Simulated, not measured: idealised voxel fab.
process module | voxel self aligned contacts
cross-section cut | 285 nm wide | cells 5 nm
A cross-section is a grid of square cells, given in bands from the top down. A band is one or more rows of cells.
Each band's line starts with the height of the band's top and of its bottom, in nm. Then come its materials from left to right, each with its width in nm. One material with "throughout" fills the band from edge to edge. "air" is empty space.
Height 0 is the level under which the wafer as received is all one material. The lowest band goes on downwards, as in "0 down".
A width such as "30 to 40" changes by the same amount from each row of cells to the next, from the band's top row to its bottom row.
"no change" after a step means that no cell of the cross-section changed.
closed voids: empty space of 8 cells or more with no open way to the top, each as width x height at its distance from the left edge, in nm
after a step's settings: what the simulator itself notes on the step
overlay nm, on a step with a mask: how far to the right of its planned place the mask lay; to the left if negative
plan
1 op RECEIVE | material Si
2 op OXIDIZE | depth nm 5
3 op DIRECTIONAL_DEP | material polySi | thk nm 30
4 op DIRECTIONAL_DEP | material SiN | thk nm 20
5 op DIRECTIONAL_DEP | material aC | thk nm 15
6 op PATTERN | tone cover | mask id GATE | material resist | width nm 25 | pitch nm 60 | thk nm 30 | overlay nm -15
7 op DIRECTIONAL_ETCH | etch materials aC | depth nm 15
8 op STRIP | etch materials resist
9 op DIRECTIONAL_ETCH | etch materials SiN | depth nm 20
10 op DIRECTIONAL_ETCH | etch materials polySi | depth nm 30
11 op STRIP | etch materials aC
12 op CONFORMAL_DEP | material SiN | thk nm 10
13 op DIRECTIONAL_ETCH | etch materials SiN | depth nm 10
14 op FILL_DEP | material SiO2 | thk nm 15
15 op CMP | height nm 55
16 op MASKED_ETCH | tone open | mask id CONTACT | width nm 45 | pitch nm 60 | etch materials SiO2 | depth nm 60 | overlay nm 0
17 op CONFORMAL_DEP | material TiN | thk nm 5
18 op FILL_DEP | material Ru | thk nm 10
19 op CMP | height nm 55
20 op CONFORMAL_DEP | material SiN | thk nm 5
varied across the wafers: overlay nm of step 6. The plan shows the first wafer's value. All wafers start alike
first wafer as received, after step 1
  0 down: Si throughout
  closed voids: none
each wafer at the end: cells of each material gained (+) or lost (-) since it was received, then its closed voids
overlay nm -15 | +22 Ru | -57 Si | +237 SiN | +330 SiO2 | +62 TiN | +90 polySi | closed voids: none
overlay nm -10 | +22 Ru | -57 Si | +237 SiN | +330 SiO2 | +62 TiN | +90 polySi | closed voids: none
overlay nm -5 | +22 Ru | -57 Si | +237 SiN | +330 SiO2 | +62 TiN | +90 polySi | closed voids: none
overlay nm 0 | +22 Ru | -57 Si | +237 SiN | +330 SiO2 | +62 TiN | +90 polySi | closed voids: none
overlay nm 5 | +22 Ru | -57 Si | +237 SiN | +330 SiO2 | +62 TiN | +90 polySi | closed voids: none
overlay nm 10 | +22 Ru | -57 Si | +237 SiN | +330 SiO2 | +62 TiN | +90 polySi | closed voids: none
overlay nm 15 | +22 Ru | -57 Si | +237 SiN | +330 SiO2 | +62 TiN | +90 polySi | closed voids: none
